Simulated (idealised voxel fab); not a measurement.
process module | voxel wiring stack
cross-section cut | 260 nm wide | cells 5 nm
A cross-section is a grid of square cells, given in bands from the top down. A band is one or more rows of cells.
Each band's line starts with the height of the band's top and of its bottom, in nm. Then come its materials from left to right, each with its width in nm. One material with "throughout" fills the band from edge to edge. "air" is empty space.
Height 0 is the level under which the wafer as received is all one material. The lowest band goes on downwards, as in "0 down".
A width such as "30 to 40" changes by the same amount from each row of cells to the next, from the band's top row to its bottom row.
"no change" after a step means that no cell of the cross-section changed.
closed voids: empty space of 8 cells or more with no open way to the top, each as width x height at its distance from the left edge, in nm
after a step's settings: what the simulator itself notes on the step
overlay nm, on a step with a mask: how far to the right of its planned place the mask lay; to the left if negative
plan
1 op RECEIVE | material Si
2 op CONFORMAL_DEP | material SiO2 | thk nm 10
3 op CONFORMAL_DEP | material SiCN | thk nm 5
4 op DIRECTIONAL_DEP | material SiO2 | thk nm 15
5 op PATTERN | tone open | mask id METAL_1 | material resist | width nm 30 | pitch nm 55 | thk nm 20 | overlay nm 0
6 op DIRECTIONAL_ETCH | etch materials SiO2 | depth nm 15
7 op DIRECTIONAL_ETCH | etch materials SiCN | depth nm 5
8 op STRIP | etch materials resist
9 op CONFORMAL_DEP | material TiN | thk nm 5
10 op FILL_DEP | material Cu | thk nm 5
11 op CMP | height nm 30
12 op CONFORMAL_DEP | material SiCN | thk nm 5
13 op DIRECTIONAL_DEP | material SiO2 | thk nm 20
14 op MASKED_ETCH | tone open | mask id PLUG_1 | width nm 15 | pitch nm 55 | etch materials SiO2 | depth nm 20 | overlay nm 0
15 op MASKED_ETCH | tone open | mask id PLUG_1 | width nm 15 | pitch nm 55 | etch materials SiCN | depth nm 5 | overlay nm 0
16 op EPI | material Ru | thk nm 10
17 op EPI | material Ru | thk nm 10
18 op EPI | material Ru | thk nm 5
19 op CONFORMAL_DEP | material SiCN | thk nm 5
20 op DIRECTIONAL_DEP | material lowk | thk nm 20
21 op PATTERN | tone open | mask id METAL_2 | material resist | width nm 30 | pitch nm 55 | thk nm 20 | overlay nm 0
22 op DIRECTIONAL_ETCH | etch materials lowk | depth nm 20
23 op DIRECTIONAL_ETCH | etch materials SiCN | depth nm 5
24 op STRIP | etch materials resist
25 op CONFORMAL_DEP | material TiN | thk nm 5
26 op FILL_DEP | material Cu | thk nm 10
27 op CMP | height nm 80
28 op CONFORMAL_DEP | material SiCN | thk nm 5
29 op DIRECTIONAL_DEP | material lowk | thk nm 30
30 op MASKED_ETCH | tone open | mask id METAL_3_HOLES | width nm 15 | pitch nm 55 | etch materials lowk | depth nm 30 | overlay nm 0
31 op MASKED_ETCH | tone open | mask id METAL_3 | width nm 30 | pitch nm 55 | etch materials lowk | depth nm 20 | overlay nm 0
32 op MASKED_ETCH | tone open | mask id METAL_3 | width nm 30 | pitch nm 55 | etch materials SiCN | depth nm 5 | overlay nm 0
33 op CONFORMAL_DEP | material TiN | thk nm 5
34 op FILL_DEP | material Cu | thk nm 5
35 op CMP | height nm 115
36 op CONFORMAL_DEP | material SiCN | thk nm 5
37 op DIRECTIONAL_DEP | material lowk | thk nm 10
38 op DIRECTIONAL_DEP | material aC | thk nm 10
39 op PATTERN | tone open | mask id PLUG_3 | material resist | width nm 15 | thk nm 25 | overlay nm 0
40 op DIRECTIONAL_ETCH | etch materials aC | depth nm 10
41 op STRIP | etch materials resist
42 op DIRECTIONAL_ETCH | etch materials lowk | depth nm 10
43 op DIRECTIONAL_ETCH | etch materials SiCN | depth nm 5
44 op STRIP | etch materials aC
45 op CONFORMAL_DEP | material TiN | thk nm 5
46 op FILL_DEP | material W | thk nm 10
47 op CMP | height nm 130
48 op CONFORMAL_DEP | material SiN | thk nm 5
49 op DIRECTIONAL_DEP | material lowk | thk nm 25
50 op MASKED_ETCH | tone open | mask id METAL_4 | width nm 30 | pitch nm 55 | etch materials lowk | depth nm 25 | overlay nm 0
51 op MASKED_ETCH | tone open | mask id METAL_4 | width nm 30 | pitch nm 55 | etch materials SiN | depth nm 5 | overlay nm 0
52 op CONFORMAL_DEP | material TiN | thk nm 5
53 op FILL_DEP | material Cu | thk nm 5
54 op CMP | height nm 160
55 op EPI | material Ru | thk nm 5
56 op FILL_DEP | material SiCN | thk nm 5
as received, after step 1
  0 down: Si throughout
  closed voids: none
a wafer at the end: this start, this plan, one mistake
  170 to 165: SiCN throughout
  165 to 160: Ru throughout
  160 to 155: Cu throughout
  155 to 150: TiN 90 | Cu 20 | TiN 35 | Cu 20 | TiN 95
  150 to 125: lowk 85 | TiN 5 | Cu 20 | TiN 5 | lowk 25 | TiN 5 | Cu 20 | TiN 5 | lowk 90
  125 to 120: SiN 85 | TiN 30 | SiN 25 | TiN 30 | SiN 90
  120 to 115: SiCN 85 | TiN 15 | SiCN 160
  115 to 100: lowk 85 | TiN 5 | Cu 20 | TiN 5 | lowk 25 | TiN 5 | Cu 20 | TiN 5 | lowk 90
  100 to 95: lowk 85 | TiN 5 | Cu 5 | TiN 20 | lowk 25 | TiN 5 | Cu 5 | TiN 20 | lowk 90
  95 to 85: lowk 85 | TiN 5 | Cu 5 | TiN 5 | lowk 40 | TiN 5 | Cu 5 | TiN 5 | lowk 105
  85 to 80: SiCN 85 | TiN 15 | SiCN 40 | TiN 15 | SiCN 105
  80 to 60: lowk 85 | TiN 5 | Cu 20 | TiN 5 | lowk 25 | TiN 5 | Cu 20 | TiN 5 | lowk 90
  60 to 55: SiCN 85 | TiN 30 | SiCN 25 | TiN 30 | SiCN 90
  55 to 35: SiO2 85 | Ru 15 | SiO2 40 | Ru 15 | SiO2 105
  35 to 30: SiCN 85 | Ru 15 | SiCN 40 | Ru 15 | SiCN 105
  30 to 15: SiO2 85 | TiN 5 | Cu 20 | TiN 5 | SiO2 25 | TiN 5 | Cu 20 | TiN 5 | SiO2 90
  15 to 10: SiCN 85 | TiN 30 | SiCN 25 | TiN 30 | SiCN 90
  10 to 0: SiO2 throughout
  0 down: Si throughout
  closed voids: none
what went wrong: step 47 ran as: op CMP | height nm 120
